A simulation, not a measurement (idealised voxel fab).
voxel transistor to metal: a process module
Cross-sectional view cut (width: 280 nm; square cell size: 5 nm).
Think of the cross-section as a grid of square cells. We describe it in bands, top to bottom, and each band covers one or more rows of those cells.
Basically the band line says how high the top is and how high the bottom is, in nm, and then what's in it from left to right, every material with its width in nm. Empty space shows up as "air", and if a single material carries "everywhere" it runs the full band edge to edge.
Height reference: 0 = level under which incoming wafer is all one material. Lowest band: no bottom, runs on downward, e.g. "0 and below".
Width "30..40": first value at the band's top row of cells, second value at its bottom row, equal change from row to row.
Reading "nothing was modified" for a step: not a cell of the cross-section changed in it.
The entry titled "Closed void inventory" provides the empty spaces that have no open way to the top, restricted to those of 8 cells or more. Each is presented as width x height at distance, the distance being measured from the left edge, with all three in nm.
On each step's line, the part that comes after the settings is the simulator's own comment on the step.
overlay nm: step with mask; distance mask lay right of planned place; negative value = left of planned place.
Steps in the process plan:
1. RECEIVE [material Si]
2. OXIDIZE [depth nm 5]
3. CONFORMAL_DEP [material SiN] [thk nm 10]
4. PATTERN [tone cover] [mask id ACTIVE] [material resist] [width nm 105] [pitch nm 125] [thk nm 15] [overlay nm 0]
5. DIRECTIONAL_ETCH [etch materials SiN] [depth nm 10]
6. DIRECTIONAL_ETCH [etch materials SiO2] [depth nm 5]
7. DIRECTIONAL_ETCH [etch materials Si] [depth nm 30]
8. STRIP [etch materials resist]
9. OXIDIZE [depth nm 5]
10. FILL_DEP [material SiO2] [thk nm 15]
11. CMP [height nm 10]
12. SELECTIVE_ETCH [etch materials SiO2] [depth nm 5]
13. STRIP [etch materials SiN]
14. SELECTIVE_ETCH [etch materials SiO2] [depth nm 5]
15. OXIDIZE [depth nm 5]
16. DIRECTIONAL_DEP [material polySi] [thk nm 20]
17. DIRECTIONAL_DEP [material SiCN] [thk nm 15]
18. DIRECTIONAL_DEP [material aC] [thk nm 15]
19. PATTERN [tone cover] [mask id GATE] [material resist] [width nm 15] [pitch nm 125] [thk nm 30] [overlay nm 0]
20. DIRECTIONAL_ETCH [etch materials aC] [depth nm 15]
21. STRIP [etch materials resist]
22. DIRECTIONAL_ETCH [etch materials SiCN] [depth nm 25]
23. DIRECTIONAL_ETCH [etch materials polySi] [depth nm 30]
24. STRIP [etch materials aC]
25. CONFORMAL_DEP [material SiO2] [thk nm 5]
26. DIRECTIONAL_ETCH [etch materials SiO2] [depth nm 5]
27. CONFORMAL_DEP [material SiN] [thk nm 5]
28. DIRECTIONAL_ETCH [etch materials SiN] [depth nm 5]
29. DIRECTIONAL_ETCH [etch materials SiO2] [depth nm 5]
30. DIRECTIONAL_ETCH [etch materials Si] [depth nm 10]
31. EPI [material pSi] [thk nm 15]
32. FILL_DEP [material SiO2] [thk nm 5]
33. CMP [height nm 30]
34. DIRECTIONAL_DEP [material SiO2] [thk nm 10]
35. MASKED_ETCH [tone open] [mask id CONTACT] [width nm 35] [etch materials SiO2] [depth nm 45] [overlay nm 0]
36. CONFORMAL_DEP [material TiN] [thk nm 5]
37. FILL_DEP [material Ru] [thk nm 10]
38. CMP [height nm 40]
39. DIRECTIONAL_DEP [material TiN] [thk nm 5]
40. DIRECTIONAL_DEP [material W] [thk nm 20]
41. MASKED_ETCH [tone cover] [mask id METAL_1] [width nm 20] [etch materials W] [depth nm 20] [overlay nm 0]
42. MASKED_ETCH [tone cover] [mask id METAL_1] [width nm 20] [etch materials TiN] [depth nm 5] [overlay nm 0]
43. FILL_DEP [material lowk] [thk nm 5]
44. CMP [height nm 65]
45. CONFORMAL_DEP [material SiN] [thk nm 5]
Cross-sectional view of the wafer in its as-received condition, corresponding to the state after step 1:
* 0 and below: Si everywhere
* Closed void inventory: none
Cross-section at module end, one run error; start and plan unchanged from above:
* 70 down to 65: SiN everywhere
* 65 down to 45: lowk 30 nm  W 20 nm  lowk 55 nm  W 20 nm  lowk 30 nm  W 20 nm  lowk 55 nm  W 20 nm  lowk 30 nm
* 45 down to 40: lowk 30 nm  TiN 20 nm  lowk 55 nm  TiN 20 nm  lowk 30 nm  TiN 20 nm  lowk 55 nm  TiN 20 nm  lowk 30 nm
* 40 down to 30: SiO2 30 nm  TiN 5 nm  Ru 25..15 nm  TiN 5..15 nm  SiO2 25 nm  TiN 5..15 nm  Ru 25..15 nm  TiN 5 nm  SiO2 30 nm  TiN 5 nm  Ru 25..15 nm  TiN 5..15 nm  SiO2 25 nm  TiN 5..15 nm  Ru 25..15 nm  TiN 5 nm  SiO2 30 nm
* 30 down to 15: SiO2 30 nm  TiN 5 nm  Ru 15 nm  TiN 5 nm  SiN 5 nm  TiN 5 nm  SiCN 25 nm  TiN 5 nm  SiN 5 nm  TiN 5 nm  Ru 15 nm  TiN 5 nm  SiO2 30 nm  TiN 5 nm  Ru 15 nm  TiN 5 nm  SiN 5 nm  TiN 5 nm  SiCN 25 nm  TiN 5 nm  SiN 5 nm  TiN 5 nm  Ru 15 nm  TiN 5 nm  SiO2 30 nm
* 15 down to 10: SiO2 30 nm  TiN 5 nm  Ru 15 nm  TiN 5 nm  SiN 5 nm  TiN 5 nm  polySi 25 nm  TiN 5 nm  SiN 5 nm  TiN 5 nm  Ru 15 nm  TiN 5 nm  SiO2 30 nm  TiN 5 nm  Ru 15 nm  TiN 5 nm  SiN 5 nm  TiN 5 nm  polySi 25 nm  TiN 5 nm  SiN 5 nm  TiN 5 nm  Ru 15 nm  TiN 5 nm  SiO2 30 nm
* 10 down to 5: SiO2 30 nm  TiN 25 nm  SiN 5 nm  TiN 5 nm  polySi 25 nm  TiN 5 nm  SiN 5 nm  TiN 25 nm  SiO2 30 nm  TiN 25 nm  SiN 5 nm  TiN 5 nm  polySi 25 nm  TiN 5 nm  SiN 5 nm  TiN 25 nm  SiO2 30 nm
* 5 down to 0: SiO2 30 nm  TiN 10 nm  pSi 15 nm  SiN 5 nm  TiN 5 nm  polySi 25 nm  TiN 5 nm  SiN 5 nm  pSi 15 nm  TiN 10 nm  SiO2 30 nm  TiN 10 nm  pSi 15 nm  SiN 5 nm  TiN 5 nm  polySi 25 nm  TiN 5 nm  SiN 5 nm  pSi 15 nm  TiN 10 nm  SiO2 30 nm
* 0 down to -5: SiO2 25 nm  SiN 5 nm  TiN 10 nm  pSi 15 nm  SiN 5 nm  TiN 5 nm  polySi 25 nm  TiN 5 nm  SiN 5 nm  pSi 15 nm  TiN 10 nm  SiN 5 nm  SiO2 20 nm  SiN 5 nm  TiN 10 nm  pSi 15 nm  SiN 5 nm  TiN 5 nm  polySi 25 nm  TiN 5 nm  SiN 5 nm  pSi 15 nm  TiN 10 nm  SiN 5 nm  SiO2 25 nm
* -5 down to -10: SiO2 30 nm  pSi 25 nm  SiO2 45 nm  pSi 25 nm  SiO2 30 nm  pSi 25 nm  SiO2 45 nm  pSi 25 nm  SiO2 30 nm
* -10 down to -20: SiO2 30 nm  pSi 25 nm  Si 45 nm  pSi 25 nm  SiO2 30 nm  pSi 25 nm  Si 45 nm  pSi 25 nm  SiO2 30 nm
* -20 down to -40: SiO2 30 nm  Si 95 nm  SiO2 30 nm  Si 95 nm  SiO2 30 nm
* -40 and below: Si everywhere
* Closed void inventory: none
In executing the process, a mistake was made relative to the plan: not per plan at step 19, really ran PATTERN [tone cover] [mask id GATE] [material resist] [width nm 25] [pitch nm 125] [thk nm 30] [overlay nm 0]
